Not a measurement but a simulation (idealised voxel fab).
Proc. module: voxel self aligned vias
Square cells of 5 nm make up the cross-section cut, whose width is 265 nm.
When this document writes out a cross-section, it uses a grid of square cells and lists it as bands, beginning at the top and moving down, with a band standing for one or more rows of cells.
The entry gives the band's vertical extent as a top height and a bottom height in nm, then its horizontal make-up as materials from left to right, each with a width in nm. "blank" stands for empty space; a single material marked "throughout" fills the band edge to edge.
Counting heights begins at 0, where everything beneath is, in the wafer as received, one material. The lowest band has no bottom; it goes on downwards, as "0..down" shows.
When a width is written as two numbers, as in "30..40", the first number is the width in the top row of cells of the band and the second is the width in its bottom row, and the width changes by the same amount from each row to the next.
Key: "remained unchanged" - step with no changed cell in the cross-section.
Heads up: "Voids lacking openings" only lists the empty pockets with no open path to the top that are 8 cells or more, and it writes them as width x height at distance, distance from the left edge, in nm.
The remark found on a step's line after its settings is issued by the simulator itself and pertains to that step.
overlay nm: mask offset rightward from planned place, masked step; negative means leftward offset.
HERE'S WHAT THE PLANNED PROCESS STEPS LOOK LIKE
- 1: RECEIVE,material Si
- 2: CONFORMAL_DEP,material SiO2,thk nm 10
- 3: CONFORMAL_DEP,material SiCN,thk nm 5
- 4: DIRECTIONAL_DEP,material SiO2,thk nm 20
- 5: MASKED_ETCH,tone open,mask id LINES,width nm 20,pitch nm 60,etch materials SiO2,depth nm 20,overlay nm 0
- 6: CONFORMAL_DEP,material TiN,thk nm 5
- 7: FILL_DEP,material Ru,thk nm 10
- 8: CMP,height nm 35
- 9: SELECTIVE_ETCH,etch materials W Ru TiN,depth nm 10
- 10: FILL_DEP,material SiN,thk nm 5
- 11: CMP,height nm 35
- 12: DIRECTIONAL_DEP,material SiO2,thk nm 20
- 13: PATTERN,tone open,mask id VIAS,material resist,width nm 30,pitch nm 60,thk nm 20,overlay nm 0
- 14: DIRECTIONAL_ETCH,etch materials SiO2,depth nm 20
- 15: DIRECTIONAL_ETCH,etch materials SiN,depth nm 10
- 16: STRIP,etch materials resist
- 17: CONFORMAL_DEP,material TiN,thk nm 5
- 18: FILL_DEP,material Ru,thk nm 10
- 19: CMP,height nm 55
- 20: CONFORMAL_DEP,material SiCN,thk nm 5
CROSS-SECTIONAL VIEW OF THE WAFER IN ITS AS-RECEIVED CONDITION, CORRESPONDING TO THE STATE AFTER STEP 1
    0..down | Si throughout
    Voids lacking openings: none
FIRST OF TWO WAFERS, END-OF-MODULE SECTION, RUN FOLLOWED PLAN
    60..55 | SiCN throughout
    55..40 | SiO2: 85  TiN: 5  Ru: 20  TiN: 5  SiO2: 30  TiN: 5  Ru: 20  TiN: 5  SiO2: 90
    40..30 | SiO2: 85..90  TiN: 10..5  Ru: 10  TiN: 10..5  SiO2: 30..40  TiN: 10..5  Ru: 10  TiN: 10..5  SiO2: 90..95
    30..25 | SiO2: 90  TiN: 20  SiO2: 40  TiN: 20  SiO2: 95
    25..20 | SiO2: 90  TiN: 5  Ru: 10  TiN: 5  SiO2: 40  TiN: 5  Ru: 10  TiN: 5  SiO2: 95
    20..15 | SiO2: 90  TiN: 20  SiO2: 40  TiN: 20  SiO2: 95
    15..10 | SiCN throughout
    10..0 | SiO2 throughout
    0..down | Si throughout
    Voids lacking openings: none
SAME START, SAME PLAN AS THE FIRST WAFER - BUT ONE MISTAKE IN THE RUN. CROSS-SECTION OF THE SECOND OF THE TWO AT THE END OF THE MODULE
    60..55 | SiCN throughout
    55..40 | SiO2: 85  TiN: 5  Ru: 20  TiN: 5  SiO2: 30  TiN: 5  Ru: 20  TiN: 5  SiO2: 90
    40..35 | SiO2: 85  TiN: 30  SiO2: 30  TiN: 30  SiO2: 90
    35..30 | SiCN throughout
    30..0 | SiO2 throughout
    0..down | Si throughout
    Voids lacking openings: none
What was the processing mistake? a sequencing error occurred in which plan steps 3 and 4 were transposed
The second wafer ends with more or fewer cells of some materials than the first, per final count: 12 fewer of Ru | 32 more of SiO2 | 20 fewer of TiN
